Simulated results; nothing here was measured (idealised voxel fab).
process module | voxel local oxidation
cross-section cut | 185 nm wide | cells 5 nm
A cross-section is a grid of square cells, given in bands from the top down. A band is one or more rows of cells.
Each band's line starts with the height of the band's top and of its bottom, in nm. Then come its materials from left to right, each with its width in nm. One material with "throughout" fills the band from edge to edge. "air" is empty space.
Height 0 is the level under which the wafer as received is all one material. The lowest band goes on downwards, as in "0 down".
A width such as "30 to 40" changes by the same amount from each row of cells to the next, from the band's top row to its bottom row.
"no change" after a step means that no cell of the cross-section changed.
closed voids: empty space of 8 cells or more with no open way to the top, each as width x height at its distance from the left edge, in nm
after a step's settings: what the simulator itself notes on the step
overlay nm, on a step with a mask: how far to the right of its planned place the mask lay; to the left if negative
plan
1 op RECEIVE | material Si
2 op OXIDIZE | depth nm 5
3 op CONFORMAL_DEP | material SiN | thk nm 15
4 op PATTERN | tone cover | mask id ACTIVE | material resist | width nm 105 | thk nm 20 | overlay nm 0
5 op DIRECTIONAL_ETCH | etch materials SiN | depth nm 15
6 op STRIP | etch materials resist
7 op SELECTIVE_ETCH | etch materials SiO2 | depth nm 5
8 op OXIDIZE | depth nm 10
9 op STRIP | etch materials SiN
first wafer, as planned
as received, after step 1
  0 down: Si throughout
  closed voids: none
after step 2
  0 to -5: SiO2 throughout
  below -5: unchanged
after step 3
  15 to 0: SiN throughout
  below 0: unchanged
after step 4
  35 to 15: air 40 | resist 105 | air 40
  below 15: unchanged
after step 5
  35 to 15: air 40 | resist 105 | air 40
  15 to 0: air 40 | SiN 105 | air 40
  below 0: unchanged
after step 6
  15 to 0: air 40 | SiN 105 | air 40
  below 0: unchanged
after step 7
  15 to 0: air 40 | SiN 105 | air 40
  0 to -5: air 45 | SiO2 95 | air 45
  below -5: unchanged
after step 8
  15 to 0: air 40 | SiN 105 | air 40
  0 to -5: air 45 | SiO2 95 | air 45
  -5 to -15: SiO2 55 | Si 75 | SiO2 55
  below -15: unchanged
after step 9
  0 to -5: air 45 | SiO2 95 | air 45
  below -5: unchanged
second wafer: like start, like plan, one mistake. Through step 1 it matches the first wafer
when step 2 should have ended
  0 to -15: SiO2 throughout
  below -15: unchanged
when step 3 should have ended
  15 to 0: SiN throughout
  below 0: unchanged
when step 4 should have ended
  35 to 15: air 40 | resist 105 | air 40
  below 15: unchanged
when step 5 should have ended
  35 to 15: air 40 | resist 105 | air 40
  15 to 0: air 40 | SiN 105 | air 40
  below 0: unchanged
when step 6 should have ended
  15 to 0: air 40 | SiN 105 | air 40
  below 0: unchanged
when step 7 should have ended
  15 to 0: air 40 | SiN 105 | air 40
  0 to -5: air 45 | SiO2 95 | air 45
  below -5: unchanged
when step 8 should have ended: no change
when step 9 should have ended
  0 to -5: air 45 | SiO2 95 | air 45
  below -5: unchanged
what went wrong: step 2 ran as: op OXIDIZE | depth nm 15
at the end the second wafer has, in cells: 30 fewer of Si | 30 more of SiO2
